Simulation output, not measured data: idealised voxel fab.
The name of this process module is voxel capacitor over wiring.
The cross-section on display is named cut; it measures 200 nm wide, and its cells are 5 nm squares.
A cross-section is written here as square cells arranged in a grid, and it is given in bands from the top down, each band taking up one or more rows of cells. What a band's entry tells you: where the top is and where the bottom is, as heights in nm, and after that what lies inside, material by material from left to right, each with its width in nm. Empty space is written as the word "empty", and a single material marked with the word "throughout" occupies the band from edge to edge. Ref level 0: as-received wafer is one material below here. Bottom band extends down with no lower bound ("0 and below"). Top row gets the first number, bottom row gets the second, and each row in between changes by the same step: that is how a band width like "30 to 40" works. Key: "no modifications" - step with no changed cell in the cross-section. Closed empty spaces (no open way to the top) of 8 cells or more are what "Listed closed voids" lists, each as width x height at distance from the left edge, nm for all three. The remark found on a step's line after its settings is issued by the simulator itself and pertains to that step. When a step includes a mask, the "overlay nm" setting on its line states how far to the right of its planned place that mask lay, and negative values state how far to the left.
Steps planned for the process
1) RECEIVE: material Si
2) CONFORMAL_DEP: material SiO2, thk nm 15
3) CONFORMAL_DEP: material SiCN, thk nm 5
4) DIRECTIONAL_DEP: material SiO2, thk nm 20
5) DIRECTIONAL_DEP: material aC, thk nm 15
6) PATTERN: tone open, mask id METAL_1, material resist, width nm 25, pitch nm 90, thk nm 35, overlay nm 0
7) DIRECTIONAL_ETCH: etch materials aC, depth nm 15
8) STRIP: etch materials resist
9) DIRECTIONAL_ETCH: etch materials SiO2, depth nm 20
10) DIRECTIONAL_ETCH: etch materials SiCN, depth nm 5
11) STRIP: etch materials aC
12) CONFORMAL_DEP: material TiN, thk nm 5
13) FILL_DEP: material Cu, thk nm 10
14) CMP: height nm 40
15) EPI: material Ru, thk nm 5
16) FILL_DEP: material SiCN, thk nm 5
17) DIRECTIONAL_DEP: material lowk, thk nm 10
18) PATTERN: tone open, mask id PLUG_1, material resist, width nm 15, thk nm 20, overlay nm 0
19) DIRECTIONAL_ETCH: etch materials lowk, depth nm 10
20) DIRECTIONAL_ETCH: etch materials SiCN, depth nm 5
21) STRIP: etch materials resist
22) EPI: material Ru, thk nm 10
23) EPI: material Ru, thk nm 5
24) DIRECTIONAL_DEP: material TiN, thk nm 10
25) DIRECTIONAL_DEP: material HfO2, thk nm 5
26) DIRECTIONAL_DEP: material TiN, thk nm 5
27) DIRECTIONAL_DEP: material aC, thk nm 10
28) PATTERN: tone cover, mask id UPPER_PLATE, material resist, width nm 70, thk nm 25, overlay nm 0
29) DIRECTIONAL_ETCH: etch materials aC, depth nm 10
30) STRIP: etch materials resist
31) DIRECTIONAL_ETCH: etch materials TiN, depth nm 5
32) DIRECTIONAL_ETCH: etch materials HfO2, depth nm 5
33) STRIP: etch materials aC
34) PATTERN: tone cover, mask id LOWER_PLATE, material resist, width nm 80, thk nm 15, overlay nm 0
35) DIRECTIONAL_ETCH: etch materials TiN, depth nm 10
36) STRIP: etch materials resist
37) FILL_DEP: material SiO2, thk nm 20
38) CMP: height nm 95
39) DIRECTIONAL_DEP: material aC, thk nm 15
40) PATTERN: tone open, mask id PLUG_2, material resist, width nm 15, thk nm 30, overlay nm 0
41) DIRECTIONAL_ETCH: etch materials aC, depth nm 15
42) STRIP: etch materials resist
43) DIRECTIONAL_ETCH: etch materials SiO2, depth nm 15
44) STRIP: etch materials aC
45) CONFORMAL_DEP: material TiN, thk nm 5
46) FILL_DEP: material Ru, thk nm 5
47) CMP: height nm 95
48) CONFORMAL_DEP: material SiCN, thk nm 5
Cross-section: wafer on arrival = after step 1
- 0 and below  Si throughout
- Listed closed voids: none
Wafer cross-section at end of module: start and plan as shown above, one execution error
- 100 down to 95  SiCN throughout
- 95 down to 85  SiO2: 60 / TiN: 5 / Ru: 5 / TiN: 5 / SiO2: 125
- 85 down to 75  SiO2: 60 to 55 / TiN: 15 to 65 / SiO2: 125 to 80
- 75 down to 70  SiO2: 50 / HfO2: 70 / SiO2: 80
- 70 down to 60  SiO2: 50 / TiN: 85 / SiO2: 65
- 60 down to 50  lowk: 50 / Ru: 15 / lowk: 135
- 50 down to 45  SiCN: 50 / Ru: 15 / SiCN: 135
- 45 down to 40  SiCN: 35 / Ru: 35 / SiCN: 55 / Ru: 35 / SiCN: 40
- 40 down to 20  SiO2: 40 / TiN: 5 / Cu: 15 / TiN: 5 / SiO2: 65 / TiN: 5 / Cu: 15 / TiN: 5 / SiO2: 45
- 20 down to 15  SiCN: 40 / TiN: 25 / SiCN: 65 / TiN: 25 / SiCN: 45
- 15 down to 0  SiO2 throughout
- 0 and below  Si throughout
- Listed closed voids: none
Plan not followed: step 34: run off-plan, actual operation and settings PATTERN: tone cover, mask id LOWER_PLATE, material resist, width nm 80, thk nm 15, overlay nm 10
